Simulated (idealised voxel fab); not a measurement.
Process module name: voxel gate over fins
240 nm wide, 5 nm square cells: that's cross-section cut.
Heads up, the way a cross-section reads in here is a grid of square cells, handed over as bands from the top down, with every band being one or more rows of cells.
Per band: top height and bottom height in nm, followed by the left-to-right materials and their widths in nm; "everywhere" marks a single material spanning edge to edge, "empty" marks empty space.
Convention: height 0 is the level below which the wafer, as received, is all one material. The lowest band does not terminate at the bottom but continues downward, represented as "z 0 and below".
With a width like "30 to 40", each row of cells in the band differs from the next by the same amount, the top row carrying the first number and the bottom row the second.
A step reported as "remained the same" is a step in which no cell of the cross-section changed.
Enclosed voids (no open way to top), threshold 8 cells or more, entry "Fully closed voids", notation width x height at distance, distance from left edge, nm.
The remark found on a step's line after its settings is issued by the simulator itself and pertains to that step.
overlay nm: step with mask; distance mask lay right of planned place; negative value = left of planned place.

[Planned step list for the process]
1,RECEIVE [material Si]
2,CONFORMAL_DEP [material SiN] [thk nm 5]
3,DIRECTIONAL_DEP [material aC] [thk nm 10]
4,PATTERN [tone cover] [mask id FINS] [material resist] [width nm 15] [pitch nm 40] [thk nm 30] [overlay nm 0]
5,DIRECTIONAL_ETCH [etch materials aC] [depth nm 10]
6,STRIP [etch materials resist]
7,DIRECTIONAL_ETCH [etch materials SiN] [depth nm 5]
8,DIRECTIONAL_ETCH [etch materials Si] [depth nm 40]
9,STRIP [etch materials aC]
10,OXIDIZE [depth nm 5]
11,FILL_DEP [material SiO2] [thk nm 5]
12,CMP [height nm 5]
13,SELECTIVE_ETCH [etch materials SiO2] [depth nm 15]
14,STRIP [etch materials SiN]
15,CONFORMAL_DEP [material HfO2] [thk nm 5]
16,CONFORMAL_DEP [material TiN] [thk nm 5]
17,FILL_DEP [material W] [thk nm 15]
18,CMP [height nm 20]
19,CONFORMAL_DEP [material SiN] [thk nm 10]

[Shown in cross-section is the wafer as received, that is, as it stands after step 1]
  z 0 and below  Si everywhere
  Fully closed voids: none

[Run as planned - first of the two wafers cross-sectioned at the end of the module]
  z 30 to 20  SiN everywhere
  z 20 to 10  W everywhere
  z 10 to 5  W 65 / TiN 25 / W 15 / TiN 25 / W 15 / TiN 25 / W 70
  z 5 to 0  W 65 / TiN 5 / HfO2 15 / TiN 5 / W 15 / TiN 5 / HfO2 15 / TiN 5 / W 15 / TiN 5 / HfO2 15 / TiN 5 / W 70
  z 0 to -5  TiN 70 / HfO2 5 / Si 5 / HfO2 5 / TiN 25 / HfO2 5 / Si 5 / HfO2 5 / TiN 25 / HfO2 5 / Si 5 / HfO2 5 / TiN 75
  z -5 to -10  HfO2 75 / Si 5 / HfO2 35 / Si 5 / HfO2 35 / Si 5 / HfO2 80
  z -10 to -45  SiO2 75 / Si 5 / SiO2 35 / Si 5 / SiO2 35 / Si 5 / SiO2 80
  z -45 and below  Si everywhere
  Fully closed voids: none

[Wafer two cross-section, module end. Start and plan unchanged from wafer one; one mistake made during the run]
  z 30 to 20  SiN everywhere
  z 20 to 10  W everywhere
  z 10 to 5  TiN 75 / W 5 / TiN 35 / W 5 / TiN 35 / W 5 / TiN 80
  z 5 to 0  HfO2 70 / TiN 5 / W 5 / TiN 5 / HfO2 25 / TiN 5 / W 5 / TiN 5 / HfO2 25 / TiN 5 / W 5 / TiN 5 / HfO2 75
  z 0 to -5  Si 65 / HfO2 5 / TiN 15 / HfO2 5 / Si 15 / HfO2 5 / TiN 15 / HfO2 5 / Si 15 / HfO2 5 / TiN 15 / HfO2 5 / Si 70
  z -5 to -10  Si 65 / HfO2 25 / Si 15 / HfO2 25 / Si 15 / HfO2 25 / Si 70
  z -10 to -45  Si 65 / SiO2 25 / Si 15 / SiO2 25 / Si 15 / SiO2 25 / Si 70
  z -45 and below  Si everywhere
  Fully closed voids: none
Diagnosis: step 4 deviated from plan and actually ran as PATTERN [tone open] [mask id FINS] [material resist] [width nm 15] [pitch nm 40] [thk nm 30] [overlay nm 0]
Upon completion, the second wafer contains, in terms of cells, a greater or smaller amount of certain materials than the first wafer: 270 more of Si | 210 fewer of SiO2 | 60 fewer of W
